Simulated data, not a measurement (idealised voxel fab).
process module | voxel self aligned vias
cross-section cut | 250 nm wide | cells 5 nm
A cross-section is a grid of square cells, given in bands from the top down. A band is one or more rows of cells.
Each band's line starts with the height of the band's top and of its bottom, in nm. Then come its materials from left to right, each with its width in nm. One material with "throughout" fills the band from edge to edge. "air" is empty space.
Height 0 is the level under which the wafer as received is all one material. The lowest band goes on downwards, as in "0 down".
A width such as "30 to 40" changes by the same amount from each row of cells to the next, from the band's top row to its bottom row.
"no change" after a step means that no cell of the cross-section changed.
closed voids: empty space of 8 cells or more with no open way to the top, each as width x height at its distance from the left edge, in nm
after a step's settings: what the simulator itself notes on the step
overlay nm, on a step with a mask: how far to the right of its planned place the mask lay; to the left if negative
plan
1 op RECEIVE | material Si
2 op CONFORMAL_DEP | material SiO2 | thk nm 15
3 op CONFORMAL_DEP | material SiCN | thk nm 5
4 op DIRECTIONAL_DEP | material SiO2 | thk nm 20
5 op MASKED_ETCH | tone open | mask id LINES | width nm 20 | pitch nm 60 | etch materials SiO2 | depth nm 20 | overlay nm 0
6 op CONFORMAL_DEP | material TiN | thk nm 5
7 op FILL_DEP | material Ru | thk nm 5
8 op CMP | height nm 40
9 op SELECTIVE_ETCH | etch materials W Ru TiN | depth nm 10
10 op FILL_DEP | material SiN | thk nm 5
11 op CMP | height nm 40
12 op DIRECTIONAL_DEP | material SiO2 | thk nm 15
13 op PATTERN | tone open | mask id VIAS | material resist | width nm 30 | pitch nm 120 | thk nm 20 | overlay nm 0
14 op DIRECTIONAL_ETCH | etch materials SiO2 | depth nm 15
15 op DIRECTIONAL_ETCH | etch materials SiN | depth nm 10
16 op STRIP | etch materials resist
17 op CONFORMAL_DEP | material TiN | thk nm 5
18 op FILL_DEP | material Ru | thk nm 10
19 op CMP | height nm 55
20 op CONFORMAL_DEP | material SiN | thk nm 5
as received, after step 1
  0 down: Si throughout
  closed voids: none
a wafer at the end: this start, this plan, one mistake
  60 to 55: SiN throughout
  55 to 45: SiO2 50 | TiN 5 | Ru 20 | TiN 5 | SiO2 90 | TiN 5 | Ru 20 | TiN 5 | SiO2 50
  45 to 40: SiO2 50 | TiN 20 | Ru 5 | TiN 5 | SiO2 90 | TiN 20 | Ru 5 | TiN 5 | SiO2 50
  40 to 35: SiO2 65 | TiN 5 | Ru 5 | TiN 5 | SiN 5 | SiO2 40 | SiN 20 | SiO2 40 | TiN 5 | Ru 5 | TiN 5 | SiN 5 | SiO2 45
  35 to 30: SiO2 65 | TiN 15 | SiN 5 | SiO2 40 | SiN 20 | SiO2 40 | TiN 15 | SiN 5 | SiO2 45
  30 to 25: SiO2 65 | TiN 5 | Ru 10 | TiN 5 | SiO2 40 | TiN 5 | Ru 10 | TiN 5 | SiO2 40 | TiN 5 | Ru 10 | TiN 5 | SiO2 45
  25 to 20: SiO2 65 | TiN 20 | SiO2 40 | TiN 20 | SiO2 40 | TiN 20 | SiO2 45
  20 to 15: SiCN throughout
  15 to 0: SiO2 throughout
  0 down: Si throughout
  closed voids: none
what went wrong: step 5 ran as: op MASKED_ETCH | tone open | mask id LINES | width nm 20 | pitch nm 60 | etch materials SiO2 | depth nm 20 | overlay nm 10
